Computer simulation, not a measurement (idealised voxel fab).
This is a process module. Its name is voxel released beams.
Square cell edge 5 nm, section width 215 nm, ID cut.
How to read a cross-section here: the picture is a grid of square cells, written as bands going from the top down, and any band can span one or more rows of cells. Heights first: top, then bottom, in nm. Then materials, left to right, each with a width in nm. "throughout" on a single material: fills the band edge to edge. "blank": empty space. Note: height 0 marks the level under which the wafer is uniformly one material as received. Lowest band unbounded below, written "0 and below". Width spec "30->40" -> top row of cells at first value, bottom row at second value, equal per-row change in between. Where the words "no alterations made" appear for a step, the cross-section shows no cell changed by that step; every cell remained as before. Reported under the label "Enclosed internal voids" are the empty spaces having no open way to the top and comprising 8 cells or more; the notation for each is width x height at distance, in which the distance is measured from the left edge and all three values are in nm. The remark found on a step's line after its settings is issued by the simulator itself and pertains to that step. Among the settings permitted on a step's line is "overlay nm"; applied to a step with a mask, it specifies the extent to which the mask lay to the right of its planned position, whereas a negative figure signifies a position to the left.
## Intended process steps
1: RECEIVE, material Si
2: CONFORMAL_DEP, material Al2O3, thk nm 5
3: DIRECTIONAL_DEP, material SiO2, thk nm 10
4: PATTERN, tone open, mask id ANCHOR, material resist, width nm 45, thk nm 15, overlay nm 0
5: DIRECTIONAL_ETCH, etch materials SiO2, depth nm 10
6: STRIP, etch materials resist
7: CONFORMAL_DEP, material polySi, thk nm 15
8: PATTERN, tone cover, mask id BEAM, material resist, width nm 125, thk nm 15, overlay nm 0
9: DIRECTIONAL_ETCH, etch materials polySi, depth nm 15
10: STRIP, etch materials resist
11: STRIP, etch materials SiO2
## Step 1 complete: cross-section of the wafer as received
0 and below: Si throughout
Enclosed internal voids: none
## Cross-section, end of module. Start: as above. Plan: as above. Execution: one mistake
30 down to 15: blank=40; polySi=125; blank=50
15 down to 10: Al2O3 throughout
10 down to 0: SiO2 throughout
0 and below: Si throughout
Enclosed internal voids: none
Plan not followed: sequence error: steps 2 and 3 interchanged
